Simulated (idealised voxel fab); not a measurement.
process module | voxel capacitor over wiring
cross-section cut | 245 nm wide | cells 5 nm
A cross-section is a grid of square cells, given in bands from the top down. A band is one or more rows of cells.
Each band's line starts with the height of the band's top and of its bottom, in nm. Then come its materials from left to right, each with its width in nm. One material with "throughout" fills the band from edge to edge. "air" is empty space.
Height 0 is the level under which the wafer as received is all one material. The lowest band goes on downwards, as in "0 down".
A width such as "30 to 40" changes by the same amount from each row of cells to the next, from the band's top row to its bottom row.
"no change" after a step means that no cell of the cross-section changed.
closed voids: empty space of 8 cells or more with no open way to the top, each as width x height at its distance from the left edge, in nm
after a step's settings: what the simulator itself notes on the step
overlay nm, on a step with a mask: how far to the right of its planned place the mask lay; to the left if negative
plan
1 op RECEIVE | material Si
2 op CONFORMAL_DEP | material SiO2 | thk nm 15
3 op DIRECTIONAL_DEP | material TiN | thk nm 5
4 op DIRECTIONAL_DEP | material Ru | thk nm 20
5 op PATTERN | tone cover | mask id METAL_1 | material resist | width nm 25 | pitch nm 75 | thk nm 20 | overlay nm 0
6 op DIRECTIONAL_ETCH | etch materials Ru | depth nm 20
7 op DIRECTIONAL_ETCH | etch materials TiN | depth nm 5
8 op STRIP | etch materials resist
9 op CONFORMAL_DEP | material SiCN | thk nm 5
10 op FILL_DEP | material SiO2 | thk nm 10
11 op CMP | height nm 40
12 op CONFORMAL_DEP | material SiCN | thk nm 5
13 op DIRECTIONAL_DEP | material lowk | thk nm 20
14 op MASKED_ETCH | tone open | mask id PLUG_1 | width nm 15 | etch materials lowk | depth nm 20 | overlay nm 0
15 op MASKED_ETCH | tone open | mask id PLUG_1 | width nm 15 | etch materials SiCN | depth nm 5 | overlay nm 0
16 op EPI | material Ru | thk nm 10
17 op EPI | material Ru | thk nm 10
18 op EPI | material Ru | thk nm 5
19 op DIRECTIONAL_DEP | material TiN | thk nm 10
20 op DIRECTIONAL_DEP | material SiN | thk nm 5
21 op DIRECTIONAL_DEP | material TiN | thk nm 5
22 op MASKED_ETCH | tone cover | mask id UPPER_PLATE | width nm 55 | etch materials TiN | depth nm 5 | overlay nm 0
23 op MASKED_ETCH | tone cover | mask id UPPER_PLATE | width nm 55 | etch materials SiN | depth nm 5 | overlay nm 0
24 op MASKED_ETCH | tone cover | mask id LOWER_PLATE | width nm 65 | etch materials TiN | depth nm 10 | overlay nm 0
25 op FILL_DEP | material SiO2 | thk nm 15
26 op CMP | height nm 95
27 op DIRECTIONAL_DEP | material aC | thk nm 10
28 op PATTERN | tone open | mask id PLUG_2 | material resist | width nm 15 | thk nm 25 | overlay nm 0
29 op DIRECTIONAL_ETCH | etch materials aC | depth nm 10
30 op STRIP | etch materials resist
31 op DIRECTIONAL_ETCH | etch materials SiO2 | depth nm 10
32 op STRIP | etch materials aC
33 op CONFORMAL_DEP | material TiN | thk nm 5
34 op FILL_DEP | material Cu | thk nm 10
35 op CMP | height nm 95
36 op CONFORMAL_DEP | material SiN | thk nm 5
as received, after step 1
  0 down: Si throughout
  closed voids: none
first wafer at the end, as planned
  100 to 95: SiN throughout
  95 to 90: SiO2 90 | TiN 5 | Cu 5 | TiN 5 | SiO2 140
  90 to 80: SiO2 90 to 80 | TiN 15 to 55 | SiO2 140 to 110
  80 to 75: SiO2 80 | SiN 55 | SiO2 110
  75 to 65: SiO2 75 | TiN 65 | SiO2 105
  65 to 45: lowk 80 | Ru 15 | lowk 150
  45 to 40: SiCN 80 | Ru 15 | SiCN 150
  40 to 20: SiO2 65 | SiCN 5 | Ru 25 | SiCN 5 | SiO2 40 | SiCN 5 | Ru 25 | SiCN 5 | SiO2 70
  20 to 15: SiCN 70 | TiN 25 | SiCN 50 | TiN 25 | SiCN 75
  15 to 0: SiO2 throughout
  0 down: Si throughout
  closed voids: none
second wafer at the end: like start, like plan, one mistake
  100 to 95: SiN throughout
  95 to 90: SiO2 80 | TiN 25 | SiO2 140
  90 to 85: SiO2 80 | SiN 25 | SiO2 140
  85 to 80: SiO2 75 | TiN 60 | SiO2 110
  80 to 75: SiO2 75 | TiN 30 | SiN 30 | SiO2 110
  75 to 65: SiO2 70 | Ru 35 | TiN 35 | SiO2 105
  65 to 45: lowk 80 | Ru 15 | lowk 150
  45 to 40: SiCN 80 | Ru 15 | SiCN 150
  40 to 20: SiO2 65 | SiCN 5 | Ru 25 | SiCN 5 | SiO2 40 | SiCN 5 | Ru 25 | SiCN 5 | SiO2 70
  20 to 15: SiCN 70 | TiN 25 | SiCN 50 | TiN 25 | SiCN 75
  15 to 0: SiO2 throughout
  0 down: Si throughout
  closed voids: none
what went wrong: one of the steps 16 and 17, which are alike, was run twice
at the end the second wafer has, in cells: 1 fewer of Cu | 14 more of Ru | 8 fewer of SiO2 | 5 fewer of TiN
